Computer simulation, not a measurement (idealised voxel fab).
Process module, titled voxel local oxidation
cross-section cut | 170 nm wide | cells 5 nm
Heads up, the way a cross-section reads in here is a grid of square cells, handed over as bands from the top down, with every band being one or more rows of cells. A band entry consists of two parts. The first gives the height of the band's top and the height of its bottom, in nm. The rest lists the band's materials from left to right, each with its width in nm. A single material labelled with the word "everywhere" fills the band from edge to edge, and the word "air" marks empty space. Measure heights from 0. That's the level where, below it, the as-received wafer is all one material. The lowest band is bottomless and extends downward; write it as in "z 0 and below". A width given as "30->40" starts at the first number in the band's top row and ends at the second number in its bottom row, shifting by an equal amount at every step from row to row. Where the words "stayed the same" appear for a step, the cross-section shows no cell changed by that step; every cell remained as before. Heads up: "Closed void table" only lists the empty pockets with no open path to the top that are 8 cells or more, and it writes them as width x height at distance, distance from the left edge, in nm. It should be noted that, on the line of a given step, the content following the step's settings is a remark produced by the simulator itself with respect to that step. Regarding "overlay nm": on a step with a mask, it is the distance the mask lay to the right of its planned place; a negative value places it to the left.
-- This section lists the process steps that were planned
1. op RECEIVE | material Si
2. op CONFORMAL_DEP | material SiO2 | thk nm 5
3. op CONFORMAL_DEP | material SiN | thk nm 15
4. op PATTERN | tone cover | mask id ACTIVE | material resist | width nm 120 | thk nm 15 | overlay nm 0
5. op DIRECTIONAL_ETCH | etch materials SiN | depth nm 15
6. op STRIP | etch materials resist
7. op SELECTIVE_ETCH | etch materials SiO2 | depth nm 5
8. op OXIDIZE | depth nm 15
9. op STRIP | etch materials SiN
-- Delivered wafer in cross-section: state after step 1
> z 0 and below: Si everywhere
> Closed void table: none
-- Wafer cross-section at end of module: start and plan as shown above, one execution error
> z 5 to 0: 20 SiO2; 130 air; 20 SiO2
> z 0 to -15: 5 Si; 160 SiO2; 5 Si
> z -15 and below: Si everywhere
> Closed void table: none
Heads up, the wafer didn't run the way we planned it: step 4 off recipe, ran as op PATTERN | tone open | mask id ACTIVE | material resist | width nm 120 | thk nm 15 | overlay nm 0
